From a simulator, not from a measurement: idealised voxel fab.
process module | voxel quadruple lines
The width of the displayed cross-section, cut, is 240 nm; its cells are square, with a size of 5 nm.
If you're reading a cross-section in this doc, picture square cells in a grid; it comes to you as bands, top ones listed first down to the bottom, and a band can be one or more rows of cells.
Quick guide to a band line: top height, bottom height (nm) up front; then every material left to right with its width in nm. Only one material and it's marked "all across"? Then it fills the band edge to edge. And "air" just means empty space.
Below 0: as-received wafer, all one material; heights counted from there. Lowest band: no bottom, goes on down, written "0..down".
Quick explanation for "30..40": the width changes in equal steps down the rows of cells, from the first number in the band's top row to the second number in its bottom row.
It should be understood that the words "remained unchanged", when stated for a given step, signify that the cross-section underwent no change in any of its cells during that step.
Entry "Voids, sealed". Content: empty spaces with no open connection to the top, size 8 cells or greater. Each: width x height at distance. Distance: from left edge. Unit: nm.
Post-settings text on a step line: simulator's own remark regarding the step.
"overlay nm" answers the question of how far to the right of plan the mask lay on a step that has a mask, and when it is negative the answer is to the left.
The planned process steps are enumerated hereunder:
step 1: RECEIVE [material Si]
step 2: CONFORMAL_DEP [material SiO2] [thk nm 10]
step 3: DIRECTIONAL_DEP [material TiN] [thk nm 15]
step 4: DIRECTIONAL_DEP [material polySi] [thk nm 20]
step 5: DIRECTIONAL_DEP [material aC] [thk nm 20]
step 6: PATTERN [tone cover] [mask id MANDREL] [material resist] [width nm 30] [thk nm 30] [overlay nm 0]
step 7: DIRECTIONAL_ETCH [etch materials aC] [depth nm 20]
step 8: STRIP [etch materials resist]
step 9: CONFORMAL_DEP [material SiO2] [thk nm 10]
step 10: DIRECTIONAL_ETCH [etch materials SiO2] [depth nm 10]
step 11: STRIP [etch materials aC]
step 12: DIRECTIONAL_ETCH [etch materials polySi] [depth nm 20]
step 13: STRIP [etch materials SiO2]
step 14: CONFORMAL_DEP [material SiCN] [thk nm 10]
step 15: DIRECTIONAL_ETCH [etch materials SiCN] [depth nm 10]
step 16: STRIP [etch materials polySi]
step 17: DIRECTIONAL_ETCH [etch materials TiN] [depth nm 15]
step 18: STRIP [etch materials SiCN]
Step 1 complete: cross-section of the wafer as received:
> 0..down = Si all across
> Voids, sealed: none
First of two wafers, end-of-module section, run followed plan:
> 25..10 = 85 air, 10 TiN, 10 air, 10 TiN, 10 air, 10 TiN, 10 air, 10 TiN, 85 air
> 10..0 = SiO2 all across
> 0..down = Si all across
> Voids, sealed: none
Cross-section, wafer two of two, end of module: same start and plan as wafer one, one error in execution:
> 40..25 = 85 air, 10 TiN, 10 air, 10 TiN, 10 air, 10 TiN, 10 air, 10 TiN, 85 air
> 25..10 = TiN all across
> 10..0 = SiO2 all across
> 0..down = Si all across
> Voids, sealed: none
Run error: twice, step 3 of the plan was run
Materials where the second wafer ends with more or fewer cells than the first: 144 more of TiN
